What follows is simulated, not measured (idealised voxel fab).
The name of this process module is voxel self aligned contacts.
The cross-section shown here is cut; it is 235 nm wide and divided into square cells measuring 5 nm on a side.
In this document a cross-section is written as a grid of square cells. It is given as a series of bands, listed from the top down, and a band is one or more rows of cells. Quick guide to a band line: top height, bottom height (nm) up front; then every material left to right with its width in nm. Only one material and it's marked "everywhere"? Then it fills the band edge to edge. And "empty" just means empty space. Zero point of the height axis is 0; under it, received wafer = one material. Lowest band: continues down indefinitely, "0 -> down". Per-row width for "30 to 40": begins at first number (top row of band), ends at second number (bottom row), increment between rows held constant. Step marked "same as before"? Then no cell in the cross-section changed in it. "Sealed cavities": empty spaces of 8 cells or more with no open way to the top, each given as width x height at distance, distance from the left edge, all in nm. If you see something after the settings on a step's line, that's the simulator's own remark about that step. Among the settings permitted on a step's line is "overlay nm"; applied to a step with a mask, it specifies the extent to which the mask lay to the right of its planned position, whereas a negative figure signifies a position to the left.
**Below is the list of planned process steps**
1) op RECEIVE | material Si
2) op OXIDIZE | depth nm 5
3) op DIRECTIONAL_DEP | material polySi | thk nm 25
4) op DIRECTIONAL_DEP | material SiN | thk nm 15
5) op PATTERN | tone cover | mask id GATE | material resist | width nm 25 | pitch nm 60 | thk nm 15 | overlay nm 0
6) op DIRECTIONAL_ETCH | etch materials SiN | depth nm 15
7) op DIRECTIONAL_ETCH | etch materials polySi | depth nm 25
8) op STRIP | etch materials resist
9) op CONFORMAL_DEP | material SiN | thk nm 5
10) op DIRECTIONAL_ETCH | etch materials SiN | depth nm 5
11) op FILL_DEP | material SiO2 | thk nm 15
12) op CMP | height nm 50
13) op MASKED_ETCH | tone open | mask id CONTACT | width nm 45 | etch materials SiO2 | depth nm 45 | overlay nm 0
14) op CONFORMAL_DEP | material TiN | thk nm 5
15) op FILL_DEP | material Ru | thk nm 10
16) op CMP | height nm 50
17) op CONFORMAL_DEP | material SiN | thk nm 5
Be aware that, although all wafers share a common starting state, the depth nm at step 13 differs among them, and the plan displays the first wafer's value.
**This is how the first of several wafers looked in cross-section when it arrived, which is after step 1**
	0 -> down: Si everywhere
	Sealed cavities: none
**Per wafer, end of module: cells gained (+) or lost (-) per material since receipt, then closed voids**
depth nm 45 | +28 Ru | -47 Si | +109 SiN | +352 SiO2 | +25 TiN | +50 polySi | Sealed cavities: none
depth nm 50 | +31 Ru | -47 Si | +109 SiN | +347 SiO2 | +27 TiN | +50 polySi | Sealed cavities: none
depth nm 55 | +34 Ru | -47 Si | +109 SiN | +342 SiO2 | +29 TiN | +50 polySi | Sealed cavities: none
depth nm 60 | +34 Ru | -47 Si | +109 SiN | +342 SiO2 | +29 TiN | +50 polySi | Sealed cavities: none
depth nm 65 | +34 Ru | -47 Si | +109 SiN | +342 SiO2 | +29 TiN | +50 polySi | Sealed cavities: none
depth nm 70 | +34 Ru | -47 Si | +109 SiN | +342 SiO2 | +29 TiN | +50 polySi | Sealed cavities: none
